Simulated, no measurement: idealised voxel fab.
A process module follows: voxel air gaps.
Cross-section cut: width 155 nm, square cells of 5 nm.
Just so we're on the same page, the cross-sections are grids of square cells, and they're listed out in bands top to bottom, each band one or more rows deep.
First you get the band's top height and its bottom height, in nm, and then the materials it's made of, left to right, with each width in nm. If you see a single material with "everywhere", that one covers the band edge to edge. "blank" is empty space.
Measure heights from 0. That's the level where, below it, the as-received wafer is all one material. The lowest band is bottomless and extends downward; write it as in "0..down".
The notation "30..40" denotes a width that varies across the rows of cells in the band, beginning at the first number in the top row, finishing at the second number in the bottom row, and changing by an identical amount from each row to the next.
Take "no alterations made" at face value: in the step it is given for, the cross-section changed in none of its cells.
Enclosed voids (no open way to top), threshold 8 cells or more, entry "Closed cavities", notation width x height at distance, distance from left edge, nm.
Note: text after step settings on the step line = simulator remark on that step.
overlay nm: where the mask lay relative to plan, measured to the right, on steps with a mask; negatives go left.
Before/after cross-section pairs, one process step each; after shown to lowest changed band; step and settings beneath. Pairs may be from different runs of this module on the same starting wafer; a pair continues from the one above only where its "Before the step" entry says so.

Before the step
	80..60: 30 nm blank | 15 nm resist | 25 nm blank | 15 nm resist | 25 nm blank | 15 nm resist | 30 nm blank
	60..20: lowk everywhere
	20..15: SiCN everywhere
	15..0: SiO2 everywhere
	0..down: Si everywhere
	Closed cavities: none

Step Result
	80..60: 30 nm blank | 15 nm resist | 25 nm blank | 15 nm resist | 25 nm blank | 15 nm resist | 30 nm blank
	60..20: 30 nm blank | 15 nm lowk | 25 nm blank | 15 nm lowk | 25 nm blank | 15 nm lowk | 30 nm blank
	Nothing below the height 20 has changed.
	Closed cavities: none
Between the two cross-sections above, the process step reads DIRECTIONAL_ETCH | etch materials lowk | depth nm 40

Before the step: The prior state of this step coincides with the post-step cross-section of the pair just above.

Step Result
	60..20: 30 nm blank | 15 nm lowk | 25 nm blank | 15 nm lowk | 25 nm blank | 15 nm lowk | 30 nm blank
	Nothing below the height 20 has changed.
	Closed cavities: none
Between the two cross-sections above, the process step reads STRIP | etch materials resist

Before the step: The prior state of this step coincides with the post-step cross-section of the pair just above.

Step Result
	65..60: 25 nm blank | 25 nm TiN | 15 nm blank | 25 nm TiN | 15 nm blank | 25 nm TiN | 25 nm blank
	60..25: 25 nm blank | 5 nm TiN | 15 nm lowk | 5 nm TiN | 15 nm blank | 5 nm TiN | 15 nm lowk | 5 nm TiN | 15 nm blank | 5 nm TiN | 15 nm lowk | 5 nm TiN | 25 nm blank
	25..20: 30 nm TiN | 15 nm lowk | 25 nm TiN | 15 nm lowk | 25 nm TiN | 15 nm lowk | 30 nm TiN
	Nothing below the height 20 has changed.
	Closed cavities: none
Between the two cross-sections above, the process step reads CONFORMAL_DEP | material TiN | thk nm 5

Before the step: The prior state of this step coincides with the post-step cross-section of the pair just above.

Step Result
	75..65: W everywhere
	65..60: 25 nm W | 25 nm TiN | 15 nm W | 25 nm TiN | 15 nm W | 25 nm TiN | 25 nm W
	60..25: 25 nm W | 5 nm TiN | 15 nm lowk | 5 nm TiN | 15 nm W | 5 nm TiN | 15 nm lowk | 5 nm TiN | 15 nm W | 5 nm TiN | 15 nm lowk | 5 nm TiN | 25 nm W
	Nothing below the height 25 has changed.
	Closed cavities: none
Between the two cross-sections above, the process step reads FILL_DEP | material W | thk nm 10

Before the step: The prior state of this step coincides with the post-step cross-section of the pair just above.

Step Result
	60..25: 25 nm W | 5 nm TiN | 15 nm lowk | 5 nm TiN | 15 nm W | 5 nm TiN | 15 nm lowk | 5 nm TiN | 15 nm W | 5 nm TiN | 15 nm lowk | 5 nm TiN | 25 nm W
	Nothing below the height 25 has changed.
	Closed cavities: none
Between the two cross-sections above, the process step reads CMP | height nm 60

Before the step: The prior state of this step coincides with the post-step cross-section of the pair just above.

Step Result
	70..60: Ru everywhere
	Nothing below the height 60 has changed.
	Closed cavities: none
Between the two cross-sections above, the process step reads EPI | material Ru | thk nm 10

Before the step: The prior state of this step coincides with the post-step cross-section of the pair just above.

Step Result
	75..70: SiCN everywhere
	Nothing below the height 70 has changed.
	Closed cavities: none
Between the two cross-sections above, the process step reads CONFORMAL_DEP | material SiCN | thk nm 5
